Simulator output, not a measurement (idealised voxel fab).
process module | voxel quadruple lines
cross-section cut | 225 nm wide | cells 5 nm
A cross-section is a grid of square cells, given in bands from the top down. A band is one or more rows of cells.
Each band's line starts with the height of the band's top and of its bottom, in nm. Then come its materials from left to right, each with its width in nm. One material with "throughout" fills the band from edge to edge. "air" is empty space.
Height 0 is the level under which the wafer as received is all one material. The lowest band goes on downwards, as in "0 down".
A width such as "30 to 40" changes by the same amount from each row of cells to the next, from the band's top row to its bottom row.
"no change" after a step means that no cell of the cross-section changed.
closed voids: empty space of 8 cells or more with no open way to the top, each as width x height at its distance from the left edge, in nm
after a step's settings: what the simulator itself notes on the step
overlay nm, on a step with a mask: how far to the right of its planned place the mask lay; to the left if negative
plan
1 op RECEIVE | material Si
2 op CONFORMAL_DEP | material Al2O3 | thk nm 5
3 op DIRECTIONAL_DEP | material TiN | thk nm 15
4 op DIRECTIONAL_DEP | material polySi | thk nm 20
5 op DIRECTIONAL_DEP | material aC | thk nm 25
6 op PATTERN | tone cover | mask id MANDREL | material resist | width nm 25 | pitch nm 80 | thk nm 35 | overlay nm 0
7 op DIRECTIONAL_ETCH | etch materials aC | depth nm 25
8 op STRIP | etch materials resist
9 op CONFORMAL_DEP | material SiO2 | thk nm 15
10 op DIRECTIONAL_ETCH | etch materials SiO2 | depth nm 15
11 op STRIP | etch materials aC
12 op DIRECTIONAL_ETCH | etch materials polySi | depth nm 20
13 op STRIP | etch materials SiO2
14 op CONFORMAL_DEP | material SiCN | thk nm 5
15 op DIRECTIONAL_ETCH | etch materials SiCN | depth nm 5
16 op STRIP | etch materials polySi
17 op DIRECTIONAL_ETCH | etch materials TiN | depth nm 15
18 op STRIP | etch materials SiCN
19 op FILL_DEP | material SiO2 | thk nm 10
20 op CMP | height nm 20
as received, after step 1
  0 down: Si throughout
  closed voids: none
a wafer at the end: this start, this plan, one mistake
  20 to 15: SiO2 throughout
  15 to 0: SiO2 40 | TiN 5 | SiO2 15 | TiN 5 | SiO2 15 | TiN 5 | SiO2 15 | TiN 5 | SiO2 15 | TiN 5 | SiO2 15 | TiN 5 | SiO2 15 | TiN 5 | SiO2 15 | TiN 5 | SiO2 40
  0 down: Si throughout
  closed voids: none
what went wrong: step 2 was left out
